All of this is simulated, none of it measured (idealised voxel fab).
process module | voxel fin reveal
cross-section cut | 295 nm wide | cells 5 nm
A cross-section is a grid of square cells, given in bands from the top down. A band is one or more rows of cells.
Each band's line starts with the height of the band's top and of its bottom, in nm. Then come its materials from left to right, each with its width in nm. One material with "throughout" fills the band from edge to edge. "air" is empty space.
Height 0 is the level under which the wafer as received is all one material. The lowest band goes on downwards, as in "0 down".
A width such as "30 to 40" changes by the same amount from each row of cells to the next, from the band's top row to its bottom row.
"no change" after a step means that no cell of the cross-section changed.
closed voids: empty space of 8 cells or more with no open way to the top, each as width x height at its distance from the left edge, in nm
after a step's settings: what the simulator itself notes on the step
overlay nm, on a step with a mask: how far to the right of its planned place the mask lay; to the left if negative
plan
1 op RECEIVE | material Si
2 op CONFORMAL_DEP | material SiN | thk nm 10
3 op DIRECTIONAL_DEP | material aC | thk nm 10
4 op PATTERN | tone cover | mask id FINS | material resist | width nm 15 | pitch nm 45 | thk nm 30 | overlay nm 0
5 op DIRECTIONAL_ETCH | etch materials aC | depth nm 10
6 op STRIP | etch materials resist
7 op DIRECTIONAL_ETCH | etch materials SiN | depth nm 10
8 op DIRECTIONAL_ETCH | etch materials Si | depth nm 40
9 op STRIP | etch materials aC
10 op FILL_DEP | material SiO2 | thk nm 5
11 op CMP | height nm 10
12 op SELECTIVE_ETCH | etch materials SiO2 | depth nm 25
13 op STRIP | etch materials SiN
as received, after step 1
  0 down: Si throughout
  closed voids: none
a wafer at the end: this start, this plan, one mistake
  0 to -15: air 80 | Si 15 | air 30 | Si 15 | air 30 | Si 15 | air 30 | Si 15 | air 65
  -15 to -40: SiO2 80 | Si 15 | SiO2 30 | Si 15 | SiO2 30 | Si 15 | SiO2 30 | Si 15 | SiO2 65
  -40 down: Si throughout
  closed voids: none
what went wrong: step 4 ran as: op PATTERN | tone cover | mask id FINS | material resist | width nm 15 | pitch nm 45 | thk nm 30 | overlay nm 10
